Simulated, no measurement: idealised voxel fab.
This is a process module. Its name is voxel self aligned contacts.
Pictured: cross-section cut, 170 nm wide, on a grid of 5 nm square cells.
Cross-section format: a grid of square cells, given as bands from top to bottom; each band is one or more rows of cells.
This entry defines a band. It first specifies the height of the band's top and the height of its bottom in nm, and then specifies the band's materials from left to right, stating each material with its width in nm. The word "full width" identifies a single material that fills the band from edge to edge, while the word "blank" identifies empty space.
Heights from 0 (as-received wafer is one material below). Bottom band endless downward, as "0..down".
The expression "30 to 40" gives the width at the extremes of the band, the first number at its top row of cells and the second at its bottom row, with the width changing by equal amounts from each row to the next in between.
"same as before" (step): cross-section cells unchanged, all of them.
Closed-off voids of 8+ cells (no open route to the top) go in "Voids lacking openings", written width x height at distance from the left edge, in nm.
Anything after a step's settings on that line? It's the simulator's own note about the step.
"overlay nm" on a masked step: distance the mask lay right of its planned place, negative for left.

[So here's the lineup of process steps we planned]
1. RECEIVE | material Si
2. OXIDIZE | depth nm 5
3. DIRECTIONAL_DEP | material polySi | thk nm 20
4. DIRECTIONAL_DEP | material SiN | thk nm 15
5. DIRECTIONAL_DEP | material aC | thk nm 10
6. PATTERN | tone cover | mask id GATE | material resist | width nm 35 | pitch nm 65 | thk nm 25 | overlay nm 0
7. DIRECTIONAL_ETCH | etch materials aC | depth nm 10
8. STRIP | etch materials resist
9. DIRECTIONAL_ETCH | etch materials SiN | depth nm 15
10. DIRECTIONAL_ETCH | etch materials polySi | depth nm 20
11. STRIP | etch materials aC
12. CONFORMAL_DEP | material SiN | thk nm 5
13. DIRECTIONAL_ETCH | etch materials SiN | depth nm 5
14. FILL_DEP | material SiO2 | thk nm 15
15. CMP | height nm 40
16. DIRECTIONAL_DEP | material aC | thk nm 15
17. PATTERN | tone open | mask id CONTACT | material resist | width nm 50 | thk nm 30 | overlay nm 0
18. DIRECTIONAL_ETCH | etch materials aC | depth nm 15
19. STRIP | etch materials resist
20. DIRECTIONAL_ETCH | etch materials SiO2 | depth nm 45
21. STRIP | etch materials aC
22. CONFORMAL_DEP | material TiN | thk nm 5
23. FILL_DEP | material W | thk nm 10
24. CMP | height nm 40
25. CONFORMAL_DEP | material SiCN | thk nm 5

[As received (post step 1): cross-section]
* 0..down: Si full width
* Voids lacking openings: none

[Final wafer profile in cross-section after the module, from the same start and plan as above, with one mistake made during processing]
* 45..40: SiCN full width
* 40..35: 60 nm SiO2, then 20 nm TiN, then 10 nm W, then 20 nm TiN, then 60 nm SiO2
* 35..20: 30 nm SiO2, then 45 nm SiN, then 5 nm TiN, then 10 nm W, then 5 nm TiN, then 45 nm SiN, then 30 nm SiO2
* 20..0: 30 nm SiO2, then 5 nm SiN, then 35 nm polySi, then 5 nm SiN, then 5 nm TiN, then 10 nm W, then 5 nm TiN, then 5 nm SiN, then 35 nm polySi, then 5 nm SiN, then 30 nm SiO2
* 0..-5: 75 nm SiO2, then 20 nm TiN, then 75 nm SiO2
* -5..-15: SiO2 full width
* -15..down: Si full width
* Voids lacking openings: none
What broke from the plan during processing? note that step 2 departed from the planned setting and was carried out as OXIDIZE | depth nm 15
